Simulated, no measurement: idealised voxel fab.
Name of the process module below: voxel lift off
Section cut is 300 nm wide and gridded with 5 nm square cells.
When this document writes out a cross-section, it uses a grid of square cells and lists it as bands, beginning at the top and moving down, with a band standing for one or more rows of cells.
Band entry format. Leading values: height of top, height of bottom, nm. Remainder: materials in left-to-right order, each with its width in nm. Special words: "edge to edge" on a single material, which then fills the band edge to edge; "air", empty space.
Heights are reckoned from 0. Under this level, the received wafer is all of one material. The bottommost band is open-ended downward, for example "from 0 down".
It should be noted that a width expressed as "30..40" varies in equal increments from row to row of cells within the band, taking the value of the first number at the top row and that of the second number at the bottom row.
No cell of the cross-section changed in a step that is given as "changes: none".
Each empty space that has no open way to the top and spans at least 8 cells appears under "Enclosed voids" as width x height at distance, the distance counted from the left edge, all in nm.
What comes after the settings on a step's line is commentary from the simulator itself on that step.
A step line may carry the setting "overlay nm", which, for steps involving a mask, states the distance by which the mask lay to the right of its intended position; negative values denote displacement to the left.
Intended process steps:
1,RECEIVE,material Si
2,CONFORMAL_DEP,material SiN,thk nm 5
3,PATTERN,tone open,mask id LINES,material resist,width nm 25,pitch nm 50,thk nm 20,overlay nm 0
4,DIRECTIONAL_DEP,material Ru,thk nm 10
5,STRIP,etch materials resist
6,CONFORMAL_DEP,material SiN,thk nm 5
First wafer of two (run as planned):
Incoming wafer, cross-sectional view, post step 1:
from 0 down: Si edge to edge
Enclosed voids: none
Cross-section of the wafer after step 2:
from 5 to 0: SiN edge to edge
No changes below 0.
Cross-section of the wafer after step 3:
from 25 to 5: resist: 85 | air: 25 | resist: 25 | air: 25 | resist: 25 | air: 25 | resist: 90
No changes below 5.
Cross-section of the wafer after step 4:
from 35 to 25: Ru: 85 | air: 25 | Ru: 25 | air: 25 | Ru: 25 | air: 25 | Ru: 90
from 25 to 15: resist: 85 | air: 25 | resist: 25 | air: 25 | resist: 25 | air: 25 | resist: 90
from 15 to 5: resist: 85 | Ru: 25 | resist: 25 | Ru: 25 | resist: 25 | Ru: 25 | resist: 90
No changes below 5.
Cross-section of the wafer after step 5:
from 15 to 5: air: 85 | Ru: 25 | air: 25 | Ru: 25 | air: 25 | Ru: 25 | air: 90
No changes below 5.
Cross-section of the wafer after step 6:
from 20 to 15: air: 80 | SiN: 35 | air: 15 | SiN: 35 | air: 15 | SiN: 35 | air: 85
from 15 to 10: air: 80 | SiN: 5 | Ru: 25 | SiN: 5 | air: 15 | SiN: 5 | Ru: 25 | SiN: 5 | air: 15 | SiN: 5 | Ru: 25 | SiN: 5 | air: 85
from 10 to 5: SiN: 85 | Ru: 25 | SiN: 25 | Ru: 25 | SiN: 25 | Ru: 25 | SiN: 90
No changes below 5.
Wafer two. Identical start, identical plan. One mistake in execution. Identical history through step 3:
X-section, second wafer, when step 4 was due to finish:
from 35 to 25: SiN: 85 | air: 25 | SiN: 25 | air: 25 | SiN: 25 | air: 25 | SiN: 90
from 25 to 15: resist: 85 | air: 25 | resist: 25 | air: 25 | resist: 25 | air: 25 | resist: 90
from 15 to 5: resist: 85 | SiN: 25 | resist: 25 | SiN: 25 | resist: 25 | SiN: 25 | resist: 90
No changes below 5.
X-section, second wafer, when step 5 was due to finish:
from 15 to 5: air: 85 | SiN: 25 | air: 25 | SiN: 25 | air: 25 | SiN: 25 | air: 90
No changes below 5.
X-section, second wafer, when step 6 was due to finish:
from 20 to 10: air: 80 | SiN: 35 | air: 15 | SiN: 35 | air: 15 | SiN: 35 | air: 85
from 10 to 0: SiN edge to edge
No changes below 0.
What broke from the plan during processing? so step 4 ended up running with a different setting than we planned, it ran as DIRECTIONAL_DEP,material SiN,thk nm 10
Per the end-of-run cell counts, the second wafer holds more or fewer of some materials than the first: Ru: 30 fewer; SiN: 30 more
